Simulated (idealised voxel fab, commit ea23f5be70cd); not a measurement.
Documented hereafter: the process module known as voxel ribs on slabs.
The cross-section shown here is cut; it is 285 nm wide and divided into square cells measuring 5 nm on a side.
In what follows, cross-sections appear as grids of square cells, described through bands that run from the top down, where every band is one or more rows of cells. The entry gives the band's vertical extent as a top height and a bottom height in nm, then its horizontal make-up as materials from left to right, each with a width in nm. "empty" stands for empty space; a single material marked "full width" fills the band edge to edge. Heads up on the height convention: 0 is the point under which the incoming wafer is all one material, and the lowest band has no bottom, it just keeps going down, like "top 0, no bottom". Width "30 to 40": first value at the band's top row of cells, second value at its bottom row, equal change from row to row. "everything unchanged" -> step changed no cross-section cell. Basically, "Closed void entries" tells you about the enclosed voids: empty spaces with no open way to the top, 8 cells or bigger, each written width x height at distance, where distance is from the left edge, all in nm. Past the settings on a step's line: simulator remark, on that step. The setting "overlay nm" may be written on the line of a step. When the step uses a mask, the value reports how far to the right of the planned place the mask lay, and a negative value reports that it lay to the left.
-- Set out below are the planned steps of the process
- 1: RECEIVE (material Si)
- 2: DIRECTIONAL_DEP (material SiO2; thk nm 20)
- 3: DIRECTIONAL_DEP (material SiN; thk nm 20)
- 4: DIRECTIONAL_DEP (material aC; thk nm 15)
- 5: PATTERN (tone cover; mask id RIB; material resist; width nm 20; thk nm 30; overlay nm 0)
- 6: DIRECTIONAL_ETCH (etch materials aC; depth nm 15)
- 7: STRIP (etch materials resist)
- 8: DIRECTIONAL_ETCH (etch materials SiN; depth nm 5)
- 9: STRIP (etch materials aC)
- 10: DIRECTIONAL_DEP (material aC; thk nm 15)
- 11: PATTERN (tone cover; mask id SLAB; material resist; width nm 70; thk nm 30; overlay nm 0)
- 12: DIRECTIONAL_ETCH (etch materials aC; depth nm 15)
- 13: STRIP (etch materials resist)
- 14: DIRECTIONAL_ETCH (etch materials SiN; depth nm 15)
- 15: STRIP (etch materials aC)
- 16: FILL_DEP (material SiO2; thk nm 25)
- 17: CMP (height nm 55)
- 18: DIRECTIONAL_DEP (material W; thk nm 10)
- 19: PATTERN (tone cover; mask id HEATER; material resist; width nm 30; thk nm 20; overlay nm 0)
- 20: DIRECTIONAL_ETCH (etch materials W; depth nm 10)
- 21: STRIP (etch materials resist)
- 22: CONFORMAL_DEP (material SiN; thk nm 10)
-- So this is the incoming wafer in cross-section - it's already been through step 1
* top 0, no bottom | Si full width
* Closed void entries: none
-- Final cross-section, module run with one mistake (start and plan as above)
* top 75, bottom 65 | 115 of empty  50 of SiN  120 of empty
* top 65, bottom 55 | 125 of SiN  30 of W  130 of SiN
* top 55, bottom 40 | 105 of SiO2  70 of SiN  110 of SiO2
* top 40, bottom 0 | SiO2 full width
* top 0, no bottom | Si full width
* Closed void entries: none
Heads up, the wafer didn't run the way we planned it: the plan had its step 2 run twice
